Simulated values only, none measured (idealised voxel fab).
Name of the process module below: voxel trench capacitor
Square cell edge 5 nm, section width 255 nm, ID cut.
Heads up, the way a cross-section reads in here is a grid of square cells, handed over as bands from the top down, with every band being one or more rows of cells.
Band: top and bottom heights (nm) first, top before bottom; then materials from left to right, widths in nm. "edge to edge" marks a sole material filling the band edge to edge. "air" denotes empty space.
Counting heights begins at 0, where everything beneath is, in the wafer as received, one material. The lowest band has no bottom; it goes on downwards, as "0 and below" shows.
Width "30 to 40": first value at the band's top row of cells, second value at its bottom row, equal change from row to row.
"stayed the same" (step): cross-section cells unchanged, all of them.
What "Closed-off voids" gives you is every empty space of 8 cells or more that is cut off from the top. Each appears as width x height at distance, with the distance taken from the left edge and width, height and distance all in nm.
Whatever follows a step's settings on its line is a remark the simulator itself makes about that step.
For masked steps, "overlay nm" on the step line gives how far right of plan the mask actually lay; a minus sign means it lay to the left.
[These are the steps we planned for the process]
- 1: RECEIVE | material Si
- 2: CONFORMAL_DEP | material SiN | thk nm 10
- 3: MASKED_ETCH | tone open | mask id TRENCH | width nm 25 | pitch nm 45 | etch materials SiN | depth nm 10 | overlay nm 0
- 4: MASKED_ETCH | tone open | mask id TRENCH | width nm 25 | pitch nm 45 | etch materials Si | depth nm 25 | overlay nm 0
- 5: CONFORMAL_DEP | material Al2O3 | thk nm 5
- 6: CONFORMAL_DEP | material TiN | thk nm 5
- 7: FILL_DEP | material W | thk nm 5
- 8: CMP | height nm 10
[Cross-section of the incoming wafer, state after step 1]
	0 and below  Si edge to edge
	Closed-off voids: none
[First of two wafers: cross-section at end of module, run per plan]
	10 down to 0  SiN 45 nm, Al2O3 5 nm, TiN 5 nm, W 5 nm, TiN 5 nm, Al2O3 5 nm, SiN 20 nm, Al2O3 5 nm, TiN 5 nm, W 5 nm, TiN 5 nm, Al2O3 5 nm, SiN 20 nm, Al2O3 5 nm, TiN 5 nm, W 5 nm, TiN 5 nm, Al2O3 5 nm, SiN 20 nm, Al2O3 5 nm, TiN 5 nm, W 5 nm, TiN 5 nm, Al2O3 5 nm, SiN 50 nm
	0 down to -15  Si 45 nm, Al2O3 5 nm, TiN 5 nm, W 5 nm, TiN 5 nm, Al2O3 5 nm, Si 20 nm, Al2O3 5 nm, TiN 5 nm, W 5 nm, TiN 5 nm, Al2O3 5 nm, Si 20 nm, Al2O3 5 nm, TiN 5 nm, W 5 nm, TiN 5 nm, Al2O3 5 nm, Si 20 nm, Al2O3 5 nm, TiN 5 nm, W 5 nm, TiN 5 nm, Al2O3 5 nm, Si 50 nm
	-15 down to -20  Si 45 nm, Al2O3 5 nm, TiN 15 nm, Al2O3 5 nm, Si 20 nm, Al2O3 5 nm, TiN 15 nm, Al2O3 5 nm, Si 20 nm, Al2O3 5 nm, TiN 15 nm, Al2O3 5 nm, Si 20 nm, Al2O3 5 nm, TiN 15 nm, Al2O3 5 nm, Si 50 nm
	-20 down to -25  Si 45 nm, Al2O3 25 nm, Si 20 nm, Al2O3 25 nm, Si 20 nm, Al2O3 25 nm, Si 20 nm, Al2O3 25 nm, Si 50 nm
	-25 and below  Si edge to edge
	Closed-off voids: none
[Module end: cross-section of wafer two of two. Same start and process plan as the first wafer. One mistake during execution]
	10 down to 5  TiN 40 nm, Al2O3 5 nm, SiN 25 nm, Al2O3 5 nm, TiN 10 nm, Al2O3 5 nm, SiN 25 nm, Al2O3 5 nm, TiN 10 nm, Al2O3 5 nm, SiN 25 nm, Al2O3 5 nm, TiN 10 nm, Al2O3 5 nm, SiN 25 nm, Al2O3 5 nm, TiN 45 nm
	5 down to 0  Al2O3 45 nm, SiN 25 nm, Al2O3 20 nm, SiN 25 nm, Al2O3 20 nm, SiN 25 nm, Al2O3 20 nm, SiN 25 nm, Al2O3 50 nm
	0 and below  Si edge to edge
	Closed-off voids: none
Nonconformance to the process plan: step 3 off recipe, ran as MASKED_ETCH | tone cover | mask id TRENCH | width nm 25 | pitch nm 45 | etch materials SiN | depth nm 10 | overlay nm 0
at the end the second wafer has, in cells: -29 Al2O3, +100 Si, -22 SiN, -29 TiN, -20 W
